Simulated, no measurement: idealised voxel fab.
Process module under the name voxel gate over fins
145 nm wide, 5 nm square cells: that's cross-section cut.
Cross-section layout: square cells on a grid; listed as bands, top to bottom; a band spans one or more cell rows.
Heights first: top, then bottom, in nm. Then materials, left to right, each with a width in nm. "throughout" on a single material: fills the band edge to edge. "air": empty space.
Heights are expressed relative to 0, this being the level below which the as-received wafer comprises one material exclusively. The lowest band is unbounded in the downward direction and is denoted as in "0 and below".
Think of "30..40" as a width that walks from the first number to the second as you go down the band, top row to bottom row, taking equal-sized steps from row to row.
"stayed the same" -> step changed no cross-section cell.
For the entry "Fully enclosed voids", the listed items are empty spaces with no open way to the top whose size is 8 cells or more; each item follows the pattern width x height at distance, where distance is from the left edge and all three are in nm.
That trailing text on a step's line, after the settings, is the simulator's own remark on the step.
What "overlay nm" on a step's line means: if the step has a mask, that mask lay this far to the right of its planned place, or, when the value is negative, to the left.
# Steps in the process plan
1,RECEIVE,material Si
2,CONFORMAL_DEP,material SiN,thk nm 5
3,MASKED_ETCH,tone cover,mask id FINS,width nm 15,pitch nm 35,etch materials SiN,depth nm 5,overlay nm 0
4,MASKED_ETCH,tone cover,mask id FINS,width nm 15,pitch nm 35,etch materials Si,depth nm 30,overlay nm 0
5,FILL_DEP,material SiO2,thk nm 10
6,CMP,height nm 5
7,SELECTIVE_ETCH,etch materials SiO2,depth nm 20
8,STRIP,etch materials SiN
9,CONFORMAL_DEP,material HfO2,thk nm 5
10,CONFORMAL_DEP,material TiN,thk nm 5
11,CONFORMAL_DEP,material TiAl,thk nm 5
12,CONFORMAL_DEP,material TiN,thk nm 5
13,FILL_DEP,material W,thk nm 10
14,CMP,height nm 25
15,CONFORMAL_DEP,material SiN,thk nm 5
# Delivered wafer in cross-section: state after step 1
	0 and below: Si throughout
	Fully enclosed voids: none
# Post-module cross-section: identical start and plan to those above, one misstep in execution
	30 down to 25: SiN throughout
	25 down to 20: W throughout
	20 down to 15: 25 of W / 90 of HfO2 / 30 of W
	15 down to 10: 25 of W / 5 of HfO2 / 80 of TiAl / 5 of HfO2 / 30 of W
	10 down to 5: 25 of W / 5 of HfO2 / 5 of TiAl / 70 of TiN / 5 of TiAl / 5 of HfO2 / 30 of W
	5 down to 0: 30 of HfO2 / 5 of TiAl / 5 of TiN / 25 of HfO2 / 10 of TiN / 25 of HfO2 / 5 of TiN / 5 of TiAl / 35 of HfO2
	0 down to -5: 35 of TiAl / 5 of TiN / 5 of HfO2 / 15 of Si / 5 of HfO2 / 10 of TiN / 5 of HfO2 / 15 of Si / 5 of HfO2 / 5 of TiN / 40 of TiAl
	-5 down to -10: 40 of TiN / 5 of HfO2 / 15 of Si / 5 of HfO2 / 10 of TiN / 5 of HfO2 / 15 of Si / 5 of HfO2 / 45 of TiN
	-10 down to -15: 45 of HfO2 / 15 of Si / 20 of HfO2 / 15 of Si / 50 of HfO2
	-15 down to -30: 45 of SiO2 / 15 of Si / 20 of SiO2 / 15 of Si / 50 of SiO2
	-30 and below: Si throughout
	Fully enclosed voids: none
The plan and the run diverged here: step 12 ran as: CONFORMAL_DEP,material HfO2,thk nm 5
